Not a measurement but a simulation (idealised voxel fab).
This is a process module. Its name is voxel air gaps.
It is cross-section cut that appears here, measuring 175 nm in width, its square cells being 5 nm in size.
When this document writes out a cross-section, it uses a grid of square cells and lists it as bands, beginning at the top and moving down, with a band standing for one or more rows of cells.
A band entry consists of two parts. The first gives the height of the band's top and the height of its bottom, in nm. The rest lists the band's materials from left to right, each with its width in nm. A single material labelled with the word "all across" fills the band from edge to edge, and the word "air" marks empty space.
The reference from which all heights are counted is 0, the level beneath which the as-received wafer is entirely one material; the lowest band, having no lower bound, proceeds downward and is written after the example "0 -> down".
It should be noted that a width expressed as "30..40" varies in equal increments from row to row of cells within the band, taking the value of the first number at the top row and that of the second number at the bottom row.
Take "no change occurred" at face value: in the step it is given for, the cross-section changed in none of its cells.
If an empty space has no open way to the top and is at least 8 cells in size, "Closed empty spaces" lists it, written width x height at distance, where distance is measured from the left edge and every value is in nm.
On each step's line, the part that comes after the settings is the simulator's own comment on the step.
"overlay nm" on a masked step: distance the mask lay right of its planned place, negative for left.
Planned step list for the process
1: RECEIVE: material Si
2: CONFORMAL_DEP: material SiO2, thk nm 10
3: CONFORMAL_DEP: material SiCN, thk nm 5
4: DIRECTIONAL_DEP: material lowk, thk nm 40
5: DIRECTIONAL_DEP: material aC, thk nm 15
6: PATTERN: tone open, mask id LINES, material resist, width nm 15, pitch nm 40, thk nm 30, overlay nm 0
7: DIRECTIONAL_ETCH: etch materials aC, depth nm 15
8: STRIP: etch materials resist
9: DIRECTIONAL_ETCH: etch materials lowk, depth nm 40
10: STRIP: etch materials aC
11: CONFORMAL_DEP: material TiN, thk nm 5
12: FILL_DEP: material W, thk nm 5
13: CMP: height nm 55
14: EPI: material Ru, thk nm 10
15: SELECTIVE_ETCH: etch materials lowk, depth nm 50
16: CONFORMAL_DEP: material SiCN, thk nm 5
First of two wafers - as planned
As received, after step 1
- 0 -> down = Si all across
- Closed empty spaces: none
Cross-sectional representation of the wafer at the conclusion of step 2
- 10 -> 0 = SiO2 all across
- Under 0: no change, same as before.
Cross-sectional representation of the wafer at the conclusion of step 3
- 15 -> 10 = SiCN all across
- Under 10: no change, same as before.
Cross-sectional representation of the wafer at the conclusion of step 4
- 55 -> 15 = lowk all across
- Under 15: no change, same as before.
Cross-sectional representation of the wafer at the conclusion of step 5
- 70 -> 55 = aC all across
- Under 55: no change, same as before.
Cross-sectional representation of the wafer at the conclusion of step 6
- 100 -> 70 = 20 of resist, then 15 of air, then 25 of resist, then 15 of air, then 25 of resist, then 15 of air, then 25 of resist, then 15 of air, then 20 of resist
- Under 70: no change, same as before.
Cross-sectional representation of the wafer at the conclusion of step 7
- 85 -> 70 = 20 of resist, then 15 of air, then 25 of resist, then 15 of air, then 25 of resist, then 15 of air, then 25 of resist, then 15 of air, then 20 of resist
- 70 -> 55 = 20 of aC, then 15 of air, then 25 of aC, then 15 of air, then 25 of aC, then 15 of air, then 25 of aC, then 15 of air, then 20 of aC
- Under 55: no change, same as before.
Cross-sectional representation of the wafer at the conclusion of step 8
- 70 -> 55 = 20 of aC, then 15 of air, then 25 of aC, then 15 of air, then 25 of aC, then 15 of air, then 25 of aC, then 15 of air, then 20 of aC
- Under 55: no change, same as before.
Cross-sectional representation of the wafer at the conclusion of step 9
- 70 -> 55 = 20 of aC, then 15 of air, then 25 of aC, then 15 of air, then 25 of aC, then 15 of air, then 25 of aC, then 15 of air, then 20 of aC
- 55 -> 15 = 20 of lowk, then 15 of air, then 25 of lowk, then 15 of air, then 25 of lowk, then 15 of air, then 25 of lowk, then 15 of air, then 20 of lowk
- Under 15: no change, same as before.
Cross-sectional representation of the wafer at the conclusion of step 10
- 55 -> 15 = 20 of lowk, then 15 of air, then 25 of lowk, then 15 of air, then 25 of lowk, then 15 of air, then 25 of lowk, then 15 of air, then 20 of lowk
- Under 15: no change, same as before.
Cross-sectional representation of the wafer at the conclusion of step 11
- 60 -> 55 = 25 of TiN, then 5 of air, then 35 of TiN, then 5 of air, then 35 of TiN, then 5 of air, then 35 of TiN, then 5 of air, then 25 of TiN
- 55 -> 20 = 20 of lowk, then 5 of TiN, then 5 of air, then 5 of TiN, then 25 of lowk, then 5 of TiN, then 5 of air, then 5 of TiN, then 25 of lowk, then 5 of TiN, then 5 of air, then 5 of TiN, then 25 of lowk, then 5 of TiN, then 5 of air, then 5 of TiN, then 20 of lowk
- 20 -> 15 = 20 of lowk, then 15 of TiN, then 25 of lowk, then 15 of TiN, then 25 of lowk, then 15 of TiN, then 25 of lowk, then 15 of TiN, then 20 of lowk
- Under 15: no change, same as before.
Cross-sectional representation of the wafer at the conclusion of step 12
- 65 -> 60 = W all across
- 60 -> 55 = 25 of TiN, then 5 of W, then 35 of TiN, then 5 of W, then 35 of TiN, then 5 of W, then 35 of TiN, then 5 of W, then 25 of TiN
- 55 -> 20 = 20 of lowk, then 5 of TiN, then 5 of W, then 5 of TiN, then 25 of lowk, then 5 of TiN, then 5 of W, then 5 of TiN, then 25 of lowk, then 5 of TiN, then 5 of W, then 5 of TiN, then 25 of lowk, then 5 of TiN, then 5 of W, then 5 of TiN, then 20 of lowk
- Under 20: no change, same as before.
Cross-sectional representation of the wafer at the conclusion of step 13
- 55 -> 20 = 20 of lowk, then 5 of TiN, then 5 of W, then 5 of TiN, then 25 of lowk, then 5 of TiN, then 5 of W, then 5 of TiN, then 25 of lowk, then 5 of TiN, then 5 of W, then 5 of TiN, then 25 of lowk, then 5 of TiN, then 5 of W, then 5 of TiN, then 20 of lowk
- Under 20: no change, same as before.
Cross-sectional representation of the wafer at the conclusion of step 14
- 65 -> 55 = 10 of air, then 35 of Ru, then 5 of air, then 35 of Ru, then 5 of air, then 35 of Ru, then 5 of air, then 35 of Ru, then 10 of air
- Under 55: no change, same as before.
Cross-sectional representation of the wafer at the conclusion of step 15
- 65 -> 55 = 10 of air, then 35 of Ru, then 5 of air, then 35 of Ru, then 5 of air, then 35 of Ru, then 5 of air, then 35 of Ru, then 10 of air
- 55 -> 20 = 20 of air, then 5 of TiN, then 5 of W, then 5 of TiN, then 25 of air, then 5 of TiN, then 5 of W, then 5 of TiN, then 25 of air, then 5 of TiN, then 5 of W, then 5 of TiN, then 25 of air, then 5 of TiN, then 5 of W, then 5 of TiN, then 20 of air
- 20 -> 15 = 20 of air, then 15 of TiN, then 25 of air, then 15 of TiN, then 25 of air, then 15 of TiN, then 25 of air, then 15 of TiN, then 20 of air
- Under 15: no change, same as before.
Cross-sectional representation of the wafer at the conclusion of step 16
- 70 -> 65 = 5 of air, then 165 of SiCN, then 5 of air
- 65 -> 55 = 5 of air, then 5 of SiCN, then 35 of Ru, then 5 of SiCN, then 35 of Ru, then 5 of SiCN, then 35 of Ru, then 5 of SiCN, then 35 of Ru, then 5 of SiCN, then 5 of air
- 55 -> 50 = 5 of air, then 15 of SiCN, then 5 of TiN, then 5 of W, then 5 of TiN, then 25 of SiCN, then 5 of TiN, then 5 of W, then 5 of TiN, then 25 of SiCN, then 5 of TiN, then 5 of W, then 5 of TiN, then 25 of SiCN, then 5 of TiN, then 5 of W, then 5 of TiN, then 15 of SiCN, then 5 of air
- 50 -> 20 = 15 of air, then 5 of SiCN, then 5 of TiN, then 5 of W, then 5 of TiN, then 5 of SiCN, then 15 of air, then 5 of SiCN, then 5 of TiN, then 5 of W, then 5 of TiN, then 5 of SiCN, then 15 of air, then 5 of SiCN, then 5 of TiN, then 5 of W, then 5 of TiN, then 5 of SiCN, then 15 of air, then 5 of SiCN, then 5 of TiN, then 5 of W, then 5 of TiN, then 5 of SiCN, then 15 of air
- 20 -> 15 = 20 of SiCN, then 15 of TiN, then 25 of SiCN, then 15 of TiN, then 25 of SiCN, then 15 of TiN, then 25 of SiCN, then 15 of TiN, then 20 of SiCN
- Under 15: no change, same as before.
- Closed empty spaces: 15 x 30 at 40; 15 x 30 at 80; 15 x 30 at 120
The Second Wafer: Common Origin and Plan, One Mistake in Execution, Identical to the First Through Step 5
Second wafer cross-section, taken as of the time the plan sets for step 6 to be done
- 100 -> 70 = 20 of air, then 15 of resist, then 25 of air, then 15 of resist, then 25 of air, then 15 of resist, then 25 of air, then 15 of resist, then 20 of air
- Under 70: no change, same as before.
Second wafer cross-section, taken as of the time the plan sets for step 7 to be done
- 85 -> 70 = 20 of air, then 15 of resist, then 25 of air, then 15 of resist, then 25 of air, then 15 of resist, then 25 of air, then 15 of resist, then 20 of air
- 70 -> 55 = 20 of air, then 15 of aC, then 25 of air, then 15 of aC, then 25 of air, then 15 of aC, then 25 of air, then 15 of aC, then 20 of air
- Under 55: no change, same as before.
Second wafer cross-section, taken as of the time the plan sets for step 8 to be done
- 70 -> 55 = 20 of air, then 15 of aC, then 25 of air, then 15 of aC, then 25 of air, then 15 of aC, then 25 of air, then 15 of aC, then 20 of air
- Under 55: no change, same as before.
Second wafer cross-section, taken as of the time the plan sets for step 9 to be done
- 70 -> 55 = 20 of air, then 15 of aC, then 25 of air, then 15 of aC, then 25 of air, then 15 of aC, then 25 of air, then 15 of aC, then 20 of air
- 55 -> 15 = 20 of air, then 15 of lowk, then 25 of air, then 15 of lowk, then 25 of air, then 15 of lowk, then 25 of air, then 15 of lowk, then 20 of air
- Under 15: no change, same as before.
Second wafer cross-section, taken as of the time the plan sets for step 10 to be done
- 55 -> 15 = 20 of air, then 15 of lowk, then 25 of air, then 15 of lowk, then 25 of air, then 15 of lowk, then 25 of air, then 15 of lowk, then 20 of air
- Under 15: no change, same as before.
Second wafer cross-section, taken as of the time the plan sets for step 11 to be done
- 60 -> 55 = 15 of air, then 25 of TiN, then 15 of air, then 25 of TiN, then 15 of air, then 25 of TiN, then 15 of air, then 25 of TiN, then 15 of air
- 55 -> 20 = 15 of air, then 5 of TiN, then 15 of lowk, then 5 of TiN, then 15 of air, then 5 of TiN, then 15 of lowk, then 5 of TiN, then 15 of air, then 5 of TiN, then 15 of lowk, then 5 of TiN, then 15 of air, then 5 of TiN, then 15 of lowk, then 5 of TiN, then 15 of air
- 20 -> 15 = 20 of TiN, then 15 of lowk, then 25 of TiN, then 15 of lowk, then 25 of TiN, then 15 of lowk, then 25 of TiN, then 15 of lowk, then 20 of TiN
- Under 15: no change, same as before.
Second wafer cross-section, taken as of the time the plan sets for step 12 to be done
- 65 -> 60 = W all across
- 60 -> 55 = 15 of W, then 25 of TiN, then 15 of W, then 25 of TiN, then 15 of W, then 25 of TiN, then 15 of W, then 25 of TiN, then 15 of W
- 55 -> 20 = 15 of W, then 5 of TiN, then 15 of lowk, then 5 of TiN, then 15 of W, then 5 of TiN, then 15 of lowk, then 5 of TiN, then 15 of W, then 5 of TiN, then 15 of lowk, then 5 of TiN, then 15 of W, then 5 of TiN, then 15 of lowk, then 5 of TiN, then 15 of W
- Under 20: no change, same as before.
Second wafer cross-section, taken as of the time the plan sets for step 13 to be done
- 55 -> 20 = 15 of W, then 5 of TiN, then 15 of lowk, then 5 of TiN, then 15 of W, then 5 of TiN, then 15 of lowk, then 5 of TiN, then 15 of W, then 5 of TiN, then 15 of lowk, then 5 of TiN, then 15 of W, then 5 of TiN, then 15 of lowk, then 5 of TiN, then 15 of W
- Under 20: no change, same as before.
Second wafer cross-section, taken as of the time the plan sets for step 14 to be done
- 65 -> 55 = Ru all across
- Under 55: no change, same as before.
Second wafer cross-section, taken as of the time the plan sets for step 15 to be done: no change occurred
Second wafer cross-section, taken as of the time the plan sets for step 16 to be done
- 70 -> 65 = SiCN all across
- Under 65: no change, same as before.
What was done differently from what was planned? step 6 went in with a setting other than planned; the actual run was PATTERN: tone cover, mask id LINES, material resist, width nm 15, pitch nm 40, thk nm 30, overlay nm 0
Final comparison by cell count, materials where the second wafer has more or fewer than the first: Ru: 14 more; SiCN: 100 fewer; TiN: 11 more; W: 77 more; lowk: 96 more
Long story short, the first wafer ends with 3 closed voids and the second one with 0.
